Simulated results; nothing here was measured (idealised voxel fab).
Proc. module: voxel self aligned contacts
The width of the displayed cross-section, cut, is 205 nm; its cells are square, with a size of 5 nm.
Format of a cross-section: grid, square cells. Given as bands. Order: top down. Band: one or more rows of cells.
Top, bottom (nm), then materials left to right with widths (nm); lone material tagged "all across" fills the whole band edge to edge; "air" = empty space.
Heads up on the height convention: 0 is the point under which the incoming wafer is all one material, and the lowest band has no bottom, it just keeps going down, like "0 and below".
The width entry "30->40" should be interpreted row by row: the top row of cells in the band takes the first number, the bottom row takes the second number, and the change between adjacent rows is uniform throughout.
What does "no modification" mean for a step? It means no cell of the cross-section changed in that step.
The entry "Entrapped void list" lists the empty spaces that cover at least 8 cells and have no open path to the top. Each is written as width x height at distance, where the distance is measured from the left edge and all three values are in nm.
Read whatever lies past the settings on a step's line as the simulator's own remark about the step.
On any step carrying a mask, the "overlay nm" setting, if present on the step's line, tells how far right of its planned place the mask lay; negative values point to the left.

# The planned process steps are enumerated hereunder
1 RECEIVE, material Si
2 OXIDIZE, depth nm 5
3 DIRECTIONAL_DEP, material polySi, thk nm 20
4 DIRECTIONAL_DEP, material SiN, thk nm 15
5 DIRECTIONAL_DEP, material aC, thk nm 10
6 PATTERN, tone cover, mask id GATE, material resist, width nm 30, pitch nm 55, thk nm 25, overlay nm 0
7 DIRECTIONAL_ETCH, etch materials aC, depth nm 10
8 STRIP, etch materials resist
9 DIRECTIONAL_ETCH, etch materials SiN, depth nm 15
10 DIRECTIONAL_ETCH, etch materials polySi, depth nm 20
11 STRIP, etch materials aC
12 CONFORMAL_DEP, material SiN, thk nm 5
13 DIRECTIONAL_ETCH, etch materials SiN, depth nm 5
14 FILL_DEP, material SiO2, thk nm 15
15 CMP, height nm 40
16 DIRECTIONAL_DEP, material aC, thk nm 10
17 PATTERN, tone open, mask id CONTACT, material resist, width nm 35, pitch nm 55, thk nm 30, overlay nm 0
18 DIRECTIONAL_ETCH, etch materials aC, depth nm 10
19 STRIP, etch materials resist
20 DIRECTIONAL_ETCH, etch materials SiO2, depth nm 45
21 STRIP, etch materials aC
22 CONFORMAL_DEP, material TiN, thk nm 5
23 FILL_DEP, material Ru, thk nm 10
24 CMP, height nm 40
25 CONFORMAL_DEP, material SiN, thk nm 5

# Cross-section of the incoming wafer, state after step 1
  0 and below = Si all across
  Entrapped void list: none

# Run as planned - first of the two wafers cross-sectioned at the end of the module
  45 down to 40 = SiN all across
  40 down to 35 = 55 nm SiO2  15 nm TiN  5 nm Ru  15 nm TiN  20 nm SiO2  15 nm TiN  5 nm Ru  15 nm TiN  60 nm SiO2
  35 down to 20 = 25 nm SiO2  40 nm SiN  5 nm TiN  5 nm Ru  5 nm TiN  40 nm SiN  5 nm TiN  5 nm Ru  5 nm TiN  40 nm SiN  30 nm SiO2
  20 down to 0 = 25 nm SiO2  5 nm SiN  30 nm polySi  5 nm SiN  5 nm TiN  5 nm Ru  5 nm TiN  5 nm SiN  30 nm polySi  5 nm SiN  5 nm TiN  5 nm Ru  5 nm TiN  5 nm SiN  30 nm polySi  5 nm SiN  30 nm SiO2
  0 down to -5 = 65 nm SiO2  15 nm TiN  40 nm SiO2  15 nm TiN  70 nm SiO2
  -5 and below = Si all across
  Entrapped void list: none

# Now the second wafer, cross-sectioned at the end of the module. Nothing different at the start, nothing different in the plan compared with the first, just one mistake when it was actually run
  45 down to 40 = SiN all across
  40 down to 35 = 25 nm SiO2  40 nm SiN  15 nm TiN  40 nm SiN  15 nm TiN  40 nm SiN  30 nm SiO2
  35 down to 20 = SiN all across
  20 down to 0 = polySi all across
  0 down to -5 = SiO2 all across
  -5 and below = Si all across
  Entrapped void list: none
So what did we get wrong on this run? the plan's step 4 ran twice
Counted in cells at the end, the second wafer holds more or fewer of these materials than the first: Ru -16 | SiN +51 | SiO2 -87 | TiN -40 | polySi +92
